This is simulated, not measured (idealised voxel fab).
The following process module bears the name voxel self aligned vias.
Pictured: cross-section cut, 250 nm wide, on a grid of 5 nm square cells.
Each cross-section below is a grid of square cells, stated as bands in top-down order, with one or more rows of cells making up each band.
Each band's line starts with the height of the band's top and of its bottom, in nm. Then come its materials from left to right, each with its width in nm. One material with "edge to edge" fills the band from edge to edge. "air" is empty space.
For the purposes of this specification, 0 denotes the height below which the wafer in its as-received condition is composed wholly of one material, and the lowermost band, lacking a lower limit, extends downward without end, as expressed in "from 0 down".
You'd read "30..40" like this: the band's top row of cells is as wide as the first number, its bottom row is as wide as the second, and going down, every row changes width by the same amount as the row before did.
A step reported as "nothing changed" is a step in which no cell of the cross-section changed.
The entry "Sealed void inventory" lists the empty spaces that cover at least 8 cells and have no open path to the top. Each is written as width x height at distance, where the distance is measured from the left edge and all three values are in nm.
after a step's settings: what the simulator itself notes on the step
overlay nm: right-of-plan distance of the mask on a masked step; negative values mean left-of-plan.
The planned process steps are enumerated hereunder
step 1: RECEIVE | material Si
step 2: CONFORMAL_DEP | material SiO2 | thk nm 15
step 3: CONFORMAL_DEP | material SiCN | thk nm 5
step 4: DIRECTIONAL_DEP | material SiO2 | thk nm 25
step 5: MASKED_ETCH | tone open | mask id LINES | width nm 25 | pitch nm 65 | etch materials SiO2 | depth nm 25 | overlay nm 0
step 6: CONFORMAL_DEP | material TiN | thk nm 5
step 7: FILL_DEP | material W | thk nm 5
step 8: CMP | height nm 45
step 9: SELECTIVE_ETCH | etch materials W Ru TiN | depth nm 10
step 10: FILL_DEP | material SiN | thk nm 10
step 11: CMP | height nm 45
step 12: DIRECTIONAL_DEP | material SiO2 | thk nm 20
step 13: MASKED_ETCH | tone open | mask id VIAS | width nm 35 | pitch nm 65 | etch materials SiO2 | depth nm 20 | overlay nm 0
step 14: MASKED_ETCH | tone open | mask id VIAS | width nm 35 | pitch nm 65 | etch materials SiN | depth nm 10 | overlay nm 0
step 15: CONFORMAL_DEP | material TiN | thk nm 5
step 16: FILL_DEP | material W | thk nm 10
step 17: CMP | height nm 65
step 18: CONFORMAL_DEP | material SiN | thk nm 5
First wafer out of two, processed as planned
Cross-section of the wafer upon arrival, representing the state reached after step 1
> from 0 down  Si edge to edge
> Sealed void inventory: none
You're looking at a cross-section of the wafer after step 2
> from 15 to 0  SiO2 edge to edge
> Whatever lies below 0 is exactly as it was before.
You're looking at a cross-section of the wafer after step 3
> from 20 to 15  SiCN edge to edge
> Whatever lies below 15 is exactly as it was before.
You're looking at a cross-section of the wafer after step 4
> from 45 to 20  SiO2 edge to edge
> Whatever lies below 20 is exactly as it was before.
You're looking at a cross-section of the wafer after step 5
> from 45 to 20  SiO2 80, then air 25, then SiO2 40, then air 25, then SiO2 80
> Whatever lies below 20 is exactly as it was before.
You're looking at a cross-section of the wafer after step 6
> from 50 to 45  TiN 85, then air 15, then TiN 50, then air 15, then TiN 85
> from 45 to 25  SiO2 80, then TiN 5, then air 15, then TiN 5, then SiO2 40, then TiN 5, then air 15, then TiN 5, then SiO2 80
> from 25 to 20  SiO2 80, then TiN 25, then SiO2 40, then TiN 25, then SiO2 80
> Whatever lies below 20 is exactly as it was before.
You're looking at a cross-section of the wafer after step 7
> from 55 to 50  W edge to edge
> from 50 to 45  TiN 85, then W 15, then TiN 50, then W 15, then TiN 85
> from 45 to 25  SiO2 80, then TiN 5, then W 15, then TiN 5, then SiO2 40, then TiN 5, then W 15, then TiN 5, then SiO2 80
> Whatever lies below 25 is exactly as it was before.
You're looking at a cross-section of the wafer after step 8
> from 45 to 25  SiO2 80, then TiN 5, then W 15, then TiN 5, then SiO2 40, then TiN 5, then W 15, then TiN 5, then SiO2 80
> Whatever lies below 25 is exactly as it was before.
You're looking at a cross-section of the wafer after step 9
> from 45 to 35  SiO2 80, then air 25, then SiO2 40, then air 25, then SiO2 80
> Whatever lies below 35 is exactly as it was before.
You're looking at a cross-section of the wafer after step 10
> from 55 to 45  SiN edge to edge
> from 45 to 35  SiO2 80, then SiN 25, then SiO2 40, then SiN 25, then SiO2 80
> Whatever lies below 35 is exactly as it was before.
You're looking at a cross-section of the wafer after step 11
> from 45 to 35  SiO2 80, then SiN 25, then SiO2 40, then SiN 25, then SiO2 80
> Whatever lies below 35 is exactly as it was before.
You're looking at a cross-section of the wafer after step 12
> from 65 to 45  SiO2 edge to edge
> Whatever lies below 45 is exactly as it was before.
You're looking at a cross-section of the wafer after step 13
> from 65 to 45  SiO2 75, then air 35, then SiO2 30, then air 35, then SiO2 75
> Whatever lies below 45 is exactly as it was before.
You're looking at a cross-section of the wafer after step 14
> from 65 to 45  SiO2 75, then air 35, then SiO2 30, then air 35, then SiO2 75
> from 45 to 35  SiO2 80, then air 25, then SiO2 40, then air 25, then SiO2 80
> Whatever lies below 35 is exactly as it was before.
You're looking at a cross-section of the wafer after step 15
> from 70 to 65  TiN 80, then air 25, then TiN 40, then air 25, then TiN 80
> from 65 to 50  SiO2 75, then TiN 5, then air 25, then TiN 5, then SiO2 30, then TiN 5, then air 25, then TiN 5, then SiO2 75
> from 50 to 40  SiO2 75..80, then TiN 10..5, then air 15, then TiN 10..5, then SiO2 30..40, then TiN 10..5, then air 15, then TiN 10..5, then SiO2 75..80
> from 40 to 35  SiO2 80, then TiN 25, then SiO2 40, then TiN 25, then SiO2 80
> Whatever lies below 35 is exactly as it was before.
You're looking at a cross-section of the wafer after step 16
> from 80 to 70  W edge to edge
> from 70 to 65  TiN 80, then W 25, then TiN 40, then W 25, then TiN 80
> from 65 to 50  SiO2 75, then TiN 5, then W 25, then TiN 5, then SiO2 30, then TiN 5, then W 25, then TiN 5, then SiO2 75
> from 50 to 40  SiO2 75..80, then TiN 10..5, then W 15, then TiN 10..5, then SiO2 30..40, then TiN 10..5, then W 15, then TiN 10..5, then SiO2 75..80
> Whatever lies below 40 is exactly as it was before.
You're looking at a cross-section of the wafer after step 17
> from 65 to 50  SiO2 75, then TiN 5, then W 25, then TiN 5, then SiO2 30, then TiN 5, then W 25, then TiN 5, then SiO2 75
> Whatever lies below 50 is exactly as it was before.
You're looking at a cross-section of the wafer after step 18
> from 70 to 65  SiN edge to edge
> Whatever lies below 65 is exactly as it was before.
Second of two: same start, same plan, one run error; steps up to and including 1 match the first
X-section, second wafer, when step 2 was due to finish
> from 30 to 0  SiO2 edge to edge
> Whatever lies below 0 is exactly as it was before.
X-section, second wafer, when step 3 was due to finish
> from 35 to 30  SiCN edge to edge
> Whatever lies below 30 is exactly as it was before.
X-section, second wafer, when step 4 was due to finish
> from 60 to 35  SiO2 edge to edge
> Whatever lies below 35 is exactly as it was before.
X-section, second wafer, when step 5 was due to finish
> from 60 to 35  SiO2 80, then air 25, then SiO2 40, then air 25, then SiO2 80
> Whatever lies below 35 is exactly as it was before.
X-section, second wafer, when step 6 was due to finish
> from 65 to 60  TiN 85, then air 15, then TiN 50, then air 15, then TiN 85
> from 60 to 40  SiO2 80, then TiN 5, then air 15, then TiN 5, then SiO2 40, then TiN 5, then air 15, then TiN 5, then SiO2 80
> from 40 to 35  SiO2 80, then TiN 25, then SiO2 40, then TiN 25, then SiO2 80
> Whatever lies below 35 is exactly as it was before.
X-section, second wafer, when step 7 was due to finish
> from 70 to 65  W edge to edge
> from 65 to 60  TiN 85, then W 15, then TiN 50, then W 15, then TiN 85
> from 60 to 40  SiO2 80, then TiN 5, then W 15, then TiN 5, then SiO2 40, then TiN 5, then W 15, then TiN 5, then SiO2 80
> Whatever lies below 40 is exactly as it was before.
X-section, second wafer, when step 8 was due to finish
> from 45 to 40  SiO2 80, then TiN 5, then W 15, then TiN 5, then SiO2 40, then TiN 5, then W 15, then TiN 5, then SiO2 80
> Whatever lies below 40 is exactly as it was before.
X-section, second wafer, when step 9 was due to finish
> from 45 to 35  SiO2 80, then air 25, then SiO2 40, then air 25, then SiO2 80
> Whatever lies below 35 is exactly as it was before.
X-section, second wafer, when step 10 was due to finish
> from 55 to 45  SiN edge to edge
> from 45 to 35  SiO2 80, then SiN 25, then SiO2 40, then SiN 25, then SiO2 80
> Whatever lies below 35 is exactly as it was before.
X-section, second wafer, when step 11 was due to finish
> from 45 to 35  SiO2 80, then SiN 25, then SiO2 40, then SiN 25, then SiO2 80
> Whatever lies below 35 is exactly as it was before.
X-section, second wafer, when step 12 was due to finish
> from 65 to 45  SiO2 edge to edge
> Whatever lies below 45 is exactly as it was before.
X-section, second wafer, when step 13 was due to finish
> from 65 to 45  SiO2 75, then air 35, then SiO2 30, then air 35, then SiO2 75
> Whatever lies below 45 is exactly as it was before.
X-section, second wafer, when step 14 was due to finish
> from 65 to 45  SiO2 75, then air 35, then SiO2 30, then air 35, then SiO2 75
> from 45 to 35  SiO2 80, then air 25, then SiO2 40, then air 25, then SiO2 80
> Whatever lies below 35 is exactly as it was before.
X-section, second wafer, when step 15 was due to finish
> from 70 to 65  TiN 80, then air 25, then TiN 40, then air 25, then TiN 80
> from 65 to 50  SiO2 75, then TiN 5, then air 25, then TiN 5, then SiO2 30, then TiN 5, then air 25, then TiN 5, then SiO2 75
> from 50 to 40  SiO2 75..80, then TiN 10..5, then air 15, then TiN 10..5, then SiO2 30..40, then TiN 10..5, then air 15, then TiN 10..5, then SiO2 75..80
> from 40 to 35  SiO2 80, then TiN 25, then SiO2 40, then TiN 25, then SiO2 80
> Whatever lies below 35 is exactly as it was before.
X-section, second wafer, when step 16 was due to finish
> from 80 to 70  W edge to edge
> from 70 to 65  TiN 80, then W 25, then TiN 40, then W 25, then TiN 80
> from 65 to 50  SiO2 75, then TiN 5, then W 25, then TiN 5, then SiO2 30, then TiN 5, then W 25, then TiN 5, then SiO2 75
> from 50 to 40  SiO2 75..80, then TiN 10..5, then W 15, then TiN 10..5, then SiO2 30..40, then TiN 10..5, then W 15, then TiN 10..5, then SiO2 75..80
> Whatever lies below 40 is exactly as it was before.
X-section, second wafer, when step 17 was due to finish
> from 65 to 50  SiO2 75, then TiN 5, then W 25, then TiN 5, then SiO2 30, then TiN 5, then W 25, then TiN 5, then SiO2 75
> Whatever lies below 50 is exactly as it was before.
X-section, second wafer, when step 18 was due to finish
> from 70 to 65  SiN edge to edge
> Whatever lies below 65 is exactly as it was before.
The plan and the run diverged here: the plan had its step 2 run twice
Wafer comparison, final, in cells, second relative to first, materials more or fewer: 30 more of SiO2 | 18 fewer of TiN | 12 fewer of W
